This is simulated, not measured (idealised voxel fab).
process module | voxel air gaps
cross-section cut | 250 nm wide | cells 5 nm
A cross-section is a grid of square cells, given in bands from the top down. A band is one or more rows of cells.
Each band's line starts with the height of the band's top and of its bottom, in nm. Then come its materials from left to right, each with its width in nm. One material with "throughout" fills the band from edge to edge. "air" is empty space.
Height 0 is the level under which the wafer as received is all one material. The lowest band goes on downwards, as in "0 down".
A width such as "30 to 40" changes by the same amount from each row of cells to the next, from the band's top row to its bottom row.
"no change" after a step means that no cell of the cross-section changed.
closed voids: empty space of 8 cells or more with no open way to the top, each as width x height at its distance from the left edge, in nm
after a step's settings: what the simulator itself notes on the step
overlay nm, on a step with a mask: how far to the right of its planned place the mask lay; to the left if negative
plan
1 op RECEIVE | material Si
2 op CONFORMAL_DEP | material SiO2 | thk nm 15
3 op CONFORMAL_DEP | material SiN | thk nm 5
4 op DIRECTIONAL_DEP | material SiO2 | thk nm 35
5 op MASKED_ETCH | tone open | mask id LINES | width nm 25 | pitch nm 55 | etch materials SiO2 | depth nm 35 | overlay nm 0
6 op CONFORMAL_DEP | material TiN | thk nm 5
7 op FILL_DEP | material Cu | thk nm 5
8 op CMP | height nm 55
9 op EPI | material Ru | thk nm 10
10 op SELECTIVE_ETCH | etch materials SiO2 | depth nm 45
11 op CONFORMAL_DEP | material SiCN | thk nm 5
first wafer, as planned
as received, after step 1
  0 down: Si throughout
  closed voids: none
after step 2
  15 to 0: SiO2 throughout
  below 0: unchanged
after step 3
  20 to 15: SiN throughout
  below 15: unchanged
after step 4
  55 to 20: SiO2 throughout
  below 20: unchanged
after step 5
  55 to 20: SiO2 55 | air 25 | SiO2 30 | air 25 | SiO2 30 | air 25 | SiO2 60
  below 20: unchanged
after step 6
  60 to 55: TiN 60 | air 15 | TiN 40 | air 15 | TiN 40 | air 15 | TiN 65
  55 to 25: SiO2 55 | TiN 5 | air 15 | TiN 5 | SiO2 30 | TiN 5 | air 15 | TiN 5 | SiO2 30 | TiN 5 | air 15 | TiN 5 | SiO2 60
  25 to 20: SiO2 55 | TiN 25 | SiO2 30 | TiN 25 | SiO2 30 | TiN 25 | SiO2 60
  below 20: unchanged
after step 7
  65 to 60: Cu throughout
  60 to 55: TiN 60 | Cu 15 | TiN 40 | Cu 15 | TiN 40 | Cu 15 | TiN 65
  55 to 25: SiO2 55 | TiN 5 | Cu 15 | TiN 5 | SiO2 30 | TiN 5 | Cu 15 | TiN 5 | SiO2 30 | TiN 5 | Cu 15 | TiN 5 | SiO2 60
  below 25: unchanged
after step 8
  55 to 25: SiO2 55 | TiN 5 | Cu 15 | TiN 5 | SiO2 30 | TiN 5 | Cu 15 | TiN 5 | SiO2 30 | TiN 5 | Cu 15 | TiN 5 | SiO2 60
  below 25: unchanged
after step 9
  65 to 55: air 45 | Ru 45 | air 10 | Ru 45 | air 10 | Ru 45 | air 50
  below 55: unchanged
after step 10
  65 to 55: air 45 | Ru 45 | air 10 | Ru 45 | air 10 | Ru 45 | air 50
  55 to 25: air 55 | TiN 5 | Cu 15 | TiN 5 | air 30 | TiN 5 | Cu 15 | TiN 5 | air 30 | TiN 5 | Cu 15 | TiN 5 | air 60
  25 to 20: air 55 | TiN 25 | air 30 | TiN 25 | air 30 | TiN 25 | air 60
  below 20: unchanged
after step 11
  70 to 65: air 40 | SiCN 165 | air 45
  65 to 55: air 40 | SiCN 5 | Ru 45 | SiCN 10 | Ru 45 | SiCN 10 | Ru 45 | SiCN 5 | air 45
  55 to 50: air 40 | SiCN 15 | TiN 5 | Cu 15 | TiN 5 | SiCN 30 | TiN 5 | Cu 15 | TiN 5 | SiCN 30 | TiN 5 | Cu 15 | TiN 5 | SiCN 15 | air 45
  50 to 25: air 50 | SiCN 5 | TiN 5 | Cu 15 | TiN 5 | SiCN 5 | air 20 | SiCN 5 | TiN 5 | Cu 15 | TiN 5 | SiCN 5 | air 20 | SiCN 5 | TiN 5 | Cu 15 | TiN 5 | SiCN 5 | air 55
  25 to 20: SiCN 55 | TiN 25 | SiCN 30 | TiN 25 | SiCN 30 | TiN 25 | SiCN 60
  below 20: unchanged
  closed voids: 20 x 25 at 85; 20 x 25 at 140
second wafer: like start, like plan, one mistake. Through step 2 it matches the first wafer
when step 3 should have ended
  50 to 0: SiO2 throughout
  below 0: unchanged
when step 4 should have ended
  55 to 50: SiN throughout
  below 50: unchanged
when step 5 should have ended: no change
when step 6 should have ended
  60 to 55: TiN throughout
  below 55: unchanged
when step 7 should have ended
  65 to 60: Cu throughout
  below 60: unchanged
when step 8 should have ended
  55 to 50: SiN throughout
  below 50: unchanged
when step 9 should have ended: no change
when step 10 should have ended: no change
when step 11 should have ended
  60 to 55: SiCN throughout
  below 55: unchanged
what went wrong: steps 3 and 4 were swapped
at the end the second wafer has, in cells: 54 fewer of Cu | 54 fewer of Ru | 78 fewer of SiCN | 350 more of SiO2 | 51 fewer of TiN
closed voids at the end (first wafer, second wafer): 2, 0
